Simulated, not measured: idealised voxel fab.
process module | voxel self aligned vias
cross-section cut | 225 nm wide | cells 5 nm
A cross-section is a grid of square cells, given in bands from the top down. A band is one or more rows of cells.
Each band's line starts with the height of the band's top and of its bottom, in nm. Then come its materials from left to right, each with its width in nm. One material with "throughout" fills the band from edge to edge. "air" is empty space.
Height 0 is the level under which the wafer as received is all one material. The lowest band goes on downwards, as in "0 down".
A width such as "30 to 40" changes by the same amount from each row of cells to the next, from the band's top row to its bottom row.
"no change" after a step means that no cell of the cross-section changed.
closed voids: empty space of 8 cells or more with no open way to the top, each as width x height at its distance from the left edge, in nm
after a step's settings: what the simulator itself notes on the step
overlay nm, on a step with a mask: how far to the right of its planned place the mask lay; to the left if negative
plan
1 op RECEIVE | material Si
2 op CONFORMAL_DEP | material SiO2 | thk nm 15
3 op CONFORMAL_DEP | material SiCN | thk nm 5
4 op DIRECTIONAL_DEP | material SiO2 | thk nm 20
5 op DIRECTIONAL_DEP | material aC | thk nm 10
6 op PATTERN | tone open | mask id LINES | material resist | width nm 20 | pitch nm 45 | thk nm 25 | overlay nm 0
7 op DIRECTIONAL_ETCH | etch materials aC | depth nm 10
8 op STRIP | etch materials resist
9 op DIRECTIONAL_ETCH | etch materials SiO2 | depth nm 20
10 op STRIP | etch materials aC
11 op CONFORMAL_DEP | material TiN | thk nm 5
12 op FILL_DEP | material Ru | thk nm 10
13 op CMP | height nm 40
14 op SELECTIVE_ETCH | etch materials W Ru TiN | depth nm 5
15 op FILL_DEP | material SiN | thk nm 10
16 op CMP | height nm 40
17 op DIRECTIONAL_DEP | material SiO2 | thk nm 20
18 op MASKED_ETCH | tone open | mask id VIAS | width nm 30 | etch materials SiO2 | depth nm 20 | overlay nm 0
19 op MASKED_ETCH | tone open | mask id VIAS | width nm 30 | etch materials SiN | depth nm 5 | overlay nm 0
20 op CONFORMAL_DEP | material TiN | thk nm 5
21 op FILL_DEP | material Ru | thk nm 5
22 op CMP | height nm 60
23 op CONFORMAL_DEP | material SiCN | thk nm 5
as received, after step 1
  0 down: Si throughout
  closed voids: none
a wafer at the end: this start, this plan, one mistake
  65 to 60: SiCN throughout
  60 to 45: SiO2 75 | TiN 5 | Ru 20 | TiN 5 | SiO2 120
  45 to 40: SiO2 75 | TiN 15 | Ru 5 | TiN 10 | SiO2 120
  40 to 35: SiO2 80 | SiN 5 | TiN 15 | SiO2 25 | SiN 20 | SiO2 80
  35 to 25: SiO2 80 | TiN 5 | Ru 10 | TiN 5 | SiO2 25 | TiN 5 | Ru 10 | TiN 5 | SiO2 80
  25 to 20: SiO2 80 | TiN 20 | SiO2 25 | TiN 20 | SiO2 80
  20 to 15: SiCN throughout
  15 to 0: SiO2 throughout
  0 down: Si throughout
  closed voids: none
what went wrong: step 19 ran as: op MASKED_ETCH | tone open | mask id VIAS | width nm 30 | etch materials SiN | depth nm 5 | overlay nm 10
